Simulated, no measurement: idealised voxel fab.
Proc. module: voxel wiring stack
Section shown: cut. Width: 240 nm. Cell size: 5 nm, square.
When this document writes out a cross-section, it uses a grid of square cells and lists it as bands, beginning at the top and moving down, with a band standing for one or more rows of cells.
Band: top and bottom heights (nm) first, top before bottom; then materials from left to right, widths in nm. "everywhere" marks a sole material filling the band edge to edge. "air" denotes empty space.
Below 0: as-received wafer, all one material; heights counted from there. Lowest band: no bottom, goes on down, written "0 and below".
When a width is written as two numbers, as in "30..40", the first number is the width in the top row of cells of the band and the second is the width in its bottom row, and the width changes by the same amount from each row to the next.
"all unchanged" for a step: no cell of the cross-section changed in that step.
The entry "Enclosed internal cavities" lists the empty spaces that cover at least 8 cells and have no open path to the top. Each is written as width x height at distance, where the distance is measured from the left edge and all three values are in nm.
Anything after a step's settings on that line? It's the simulator's own note about the step.
Steps that use a mask can have "overlay nm" on their line. It says how far the mask sat to the right of where it was meant to be. Negative means to the left.
The process steps that were planned are listed below
| 1 | RECEIVE (material Si) |
| 2 | CONFORMAL_DEP (material SiO2; thk nm 15) |
| 3 | CONFORMAL_DEP (material SiN; thk nm 5) |
| 4 | DIRECTIONAL_DEP (material SiO2; thk nm 20) |
| 5 | MASKED_ETCH (tone open; mask id METAL_1; width nm 30; pitch nm 50; etch materials SiO2; depth nm 20; overlay nm 0) |
| 6 | MASKED_ETCH (tone open; mask id METAL_1; width nm 30; pitch nm 50; etch materials SiN; depth nm 5; overlay nm 0) |
| 7 | CONFORMAL_DEP (material TiN; thk nm 5) |
| 8 | FILL_DEP (material Cu; thk nm 5) |
| 9 | CMP (height nm 40) |
| 10 | CONFORMAL_DEP (material SiCN; thk nm 5) |
| 11 | DIRECTIONAL_DEP (material SiO2; thk nm 15) |
| 12 | PATTERN (tone open; mask id PLUG_1; material resist; width nm 15; pitch nm 50; thk nm 15; overlay nm 0) |
| 13 | DIRECTIONAL_ETCH (etch materials SiO2; depth nm 15) |
| 14 | DIRECTIONAL_ETCH (etch materials SiCN; depth nm 5) |
| 15 | STRIP (etch materials resist) |
| 16 | CONFORMAL_DEP (material TiN; thk nm 5) |
| 17 | FILL_DEP (material Ru; thk nm 5) |
| 18 | CMP (height nm 60) |
| 19 | DIRECTIONAL_DEP (material TiN; thk nm 5) |
| 20 | DIRECTIONAL_DEP (material Ru; thk nm 20) |
| 21 | DIRECTIONAL_DEP (material aC; thk nm 10) |
| 22 | PATTERN (tone cover; mask id METAL_2; material resist; width nm 30; pitch nm 50; thk nm 25; overlay nm 0) |
| 23 | DIRECTIONAL_ETCH (etch materials aC; depth nm 10) |
| 24 | STRIP (etch materials resist) |
| 25 | DIRECTIONAL_ETCH (etch materials Ru; depth nm 20) |
| 26 | DIRECTIONAL_ETCH (etch materials TiN; depth nm 5) |
| 27 | STRIP (etch materials aC) |
| 28 | CONFORMAL_DEP (material SiCN; thk nm 5) |
| 29 | FILL_DEP (material lowk; thk nm 5) |
| 30 | CMP (height nm 85) |
| 31 | CONFORMAL_DEP (material SiCN; thk nm 5) |
| 32 | DIRECTIONAL_DEP (material SiO2; thk nm 30) |
| 33 | PATTERN (tone open; mask id METAL_3_HOLES; material resist; width nm 15; pitch nm 100; thk nm 15; overlay nm 0) |
| 34 | DIRECTIONAL_ETCH (etch materials SiO2; depth nm 30) |
| 35 | STRIP (etch materials resist) |
| 36 | PATTERN (tone open; mask id METAL_3; material resist; width nm 30; pitch nm 50; thk nm 20; overlay nm 0) |
| 37 | DIRECTIONAL_ETCH (etch materials SiO2; depth nm 20) |
| 38 | DIRECTIONAL_ETCH (etch materials SiCN; depth nm 5) |
| 39 | STRIP (etch materials resist) |
| 40 | CONFORMAL_DEP (material TiN; thk nm 5) |
| 41 | FILL_DEP (material Cu; thk nm 10) |
| 42 | CMP (height nm 120) |
| 43 | CONFORMAL_DEP (material SiCN; thk nm 5) |
Cross-section, incoming material, after step 1
	0 and below = Si everywhere
	Enclosed internal cavities: none
Cross-sectional result after module completion. Note: starting condition and plan are unchanged from above; one processing mistake was made
	125 down to 120 = SiCN everywhere
	120 down to 105 = SiO2 30 nm, TiN 5 nm, Cu 20 nm, TiN 5 nm, SiO2 20 nm, TiN 5 nm, Cu 20 nm, TiN 5 nm, SiO2 20 nm, TiN 5 nm, Cu 20 nm, TiN 5 nm, SiO2 20 nm, TiN 5 nm, Cu 20 nm, TiN 5 nm, SiO2 30 nm
	105 down to 100 = SiO2 30 nm, TiN 5 nm, Cu 5 nm, TiN 20 nm, SiO2 20 nm, TiN 30 nm, SiO2 20 nm, TiN 5 nm, Cu 5 nm, TiN 20 nm, SiO2 20 nm, TiN 30 nm, SiO2 30 nm
	100 down to 90 = SiO2 30 nm, TiN 5 nm, Cu 5 nm, TiN 5 nm, SiO2 85 nm, TiN 5 nm, Cu 5 nm, TiN 5 nm, SiO2 95 nm
	90 down to 85 = SiCN 30 nm, TiN 15 nm, SiCN 85 nm, TiN 15 nm, SiCN 95 nm
	85 down to 65 = lowk 25 nm, SiCN 5 nm, Ru 30 nm, SiCN 5 nm, lowk 10 nm, SiCN 5 nm, Ru 30 nm, SiCN 5 nm, lowk 10 nm, SiCN 5 nm, Ru 30 nm, SiCN 5 nm, lowk 10 nm, SiCN 5 nm, Ru 30 nm, SiCN 5 nm, lowk 25 nm
	65 down to 60 = SiCN 30 nm, TiN 30 nm, SiCN 20 nm, TiN 30 nm, SiCN 20 nm, TiN 30 nm, SiCN 20 nm, TiN 30 nm, SiCN 30 nm
	60 down to 45 = SiO2 30 nm, TiN 5 nm, Ru 5 nm, TiN 5 nm, SiO2 35 nm, TiN 5 nm, Ru 5 nm, TiN 5 nm, SiO2 35 nm, TiN 5 nm, Ru 5 nm, TiN 5 nm, SiO2 35 nm, TiN 5 nm, Ru 5 nm, TiN 5 nm, SiO2 45 nm
	45 down to 40 = SiCN 30 nm, TiN 15 nm, SiCN 35 nm, TiN 15 nm, SiCN 35 nm, TiN 15 nm, SiCN 35 nm, TiN 15 nm, SiCN 45 nm
	40 down to 35 = SiO2 30 nm, TiN 5 nm, Cu 20 nm, TiN 5 nm, SiO2 20 nm, TiN 5 nm, Cu 20 nm, TiN 5 nm, SiO2 20 nm, TiN 5 nm, Cu 20 nm, TiN 5 nm, SiO2 20 nm, TiN 5 nm, Cu 20 nm, TiN 5 nm, SiO2 30 nm
	35 down to 30 = SiN 30 nm, TiN 30 nm, SiN 20 nm, TiN 30 nm, SiN 20 nm, TiN 30 nm, SiN 20 nm, TiN 30 nm, SiN 30 nm
	30 down to 0 = SiO2 everywhere
	0 and below = Si everywhere
	Enclosed internal cavities: none
Short version of what went wrong: plan step 2 was twice executed
